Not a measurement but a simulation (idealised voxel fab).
process module | voxel double patterning
cross-section cut | 190 nm wide | cells 5 nm
A cross-section is a grid of square cells, given in bands from the top down. A band is one or more rows of cells.
Each band's line starts with the height of the band's top and of its bottom, in nm. Then come its materials from left to right, each with its width in nm. One material with "throughout" fills the band from edge to edge. "air" is empty space.
Height 0 is the level under which the wafer as received is all one material. The lowest band goes on downwards, as in "0 down".
A width such as "30 to 40" changes by the same amount from each row of cells to the next, from the band's top row to its bottom row.
"no change" after a step means that no cell of the cross-section changed.
closed voids: empty space of 8 cells or more with no open way to the top, each as width x height at its distance from the left edge, in nm
after a step's settings: what the simulator itself notes on the step
overlay nm, on a step with a mask: how far to the right of its planned place the mask lay; to the left if negative
plan
1 op RECEIVE | material Si
2 op CONFORMAL_DEP | material SiO2 | thk nm 10
3 op DIRECTIONAL_DEP | material polySi | thk nm 10
4 op DIRECTIONAL_DEP | material SiCN | thk nm 10
5 op PATTERN | tone open | mask id FIRST | material resist | width nm 15 | pitch nm 50 | thk nm 20 | overlay nm 0
6 op DIRECTIONAL_ETCH | etch materials SiCN | depth nm 10
7 op STRIP | etch materials resist
8 op MASKED_ETCH | tone open | mask id SECOND | width nm 15 | etch materials SiCN | depth nm 10 | overlay nm 0
9 op DIRECTIONAL_ETCH | etch materials polySi | depth nm 10
10 op STRIP | etch materials SiCN
as received, after step 1
  0 down: Si throughout
  closed voids: none
first wafer at the end, as planned
  20 to 10: polySi 60 | air 15 | polySi 10 | air 15 | polySi 10 | air 15 | polySi 65
  10 to 0: SiO2 throughout
  0 down: Si throughout
  closed voids: none
second wafer at the end: like start, like plan, one mistake
  20 to 10: air 85 | polySi 15 | air 90
  10 to 0: SiO2 throughout
  0 down: Si throughout
  closed voids: none
what went wrong: step 8 ran as: op MASKED_ETCH | tone cover | mask id SECOND | width nm 15 | etch materials SiCN | depth nm 10 | overlay nm 0
at the end the second wafer has, in cells: 52 fewer of polySi
